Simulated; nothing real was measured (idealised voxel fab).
Process module, titled voxel tone inversion
Square cell edge 5 nm, section width 145 nm, ID cut.
Bands, listed from the top down, are how a cross-section gets written in this document; the cross-section itself is a grid of square cells, and a band is one or more rows of them.
Top, bottom (nm), then materials left to right with widths (nm); lone material tagged "all across" fills the whole band edge to edge; "empty" = empty space.
Convention: height 0 is the level below which the wafer, as received, is all one material. The lowest band does not terminate at the bottom but continues downward, represented as "0 -> down".
Per-row width for "30->40": begins at first number (top row of band), ends at second number (bottom row), increment between rows held constant.
"everything unchanged" means the step left every cell of the cross-section as it was.
In the "Completely enclosed voids" entry, you get each enclosed empty space of 8 cells or more, one with no open way to the top, written width x height at distance, distance from the left edge, in nm.
Anything after a step's settings on that line? It's the simulator's own note about the step.
The line of a step may include "overlay nm". On a step with a mask, this value is how far to the right of its planned place the mask lay. A negative value means the mask lay to the left.
# Listed below are the process steps as planned
step 1: RECEIVE, material Si
step 2: CONFORMAL_DEP, material SiN, thk nm 5
step 3: DIRECTIONAL_DEP, material aC, thk nm 25
step 4: PATTERN, tone cover, mask id POSTS, material resist, width nm 15, pitch nm 35, thk nm 30, overlay nm -15
step 5: DIRECTIONAL_ETCH, etch materials aC, depth nm 25
step 6: STRIP, etch materials resist
step 7: FILL_DEP, material lowk, thk nm 5
step 8: CMP, height nm 30
step 9: STRIP, etch materials aC
step 10: CONFORMAL_DEP, material TiN, thk nm 5
step 11: FILL_DEP, material W, thk nm 5
step 12: CMP, height nm 30
step 13: CONFORMAL_DEP, material SiN, thk nm 5
Same starting wafers, different overlay nm at step 4. Plan value belongs to the first wafer.
# Cross-sectional view of the first of several wafers in the as-received condition, corresponding to the state following step 1
	0 -> down | Si all across
	Completely enclosed voids: none
# Per wafer (row), end of module: delta in cells per material since receipt, (+) for gained, (-) for lost; closed voids after that
overlay nm -15; +58 SiN; +33 TiN; +12 W; +100 lowk; Completely enclosed voids: none
overlay nm -10; +58 SiN; +33 TiN; +12 W; +100 lowk; Completely enclosed voids: none
overlay nm -5; +58 SiN; +33 TiN; +12 W; +100 lowk; Completely enclosed voids: none
overlay nm 0; +58 SiN; +33 TiN; +12 W; +100 lowk; Completely enclosed voids: none
overlay nm 5; +58 SiN; +33 TiN; +12 W; +100 lowk; Completely enclosed voids: none
overlay nm 10; +58 SiN; +33 TiN; +12 W; +100 lowk; Completely enclosed voids: none
overlay nm 15; +58 SiN; +33 TiN; +12 W; +100 lowk; Completely enclosed voids: none
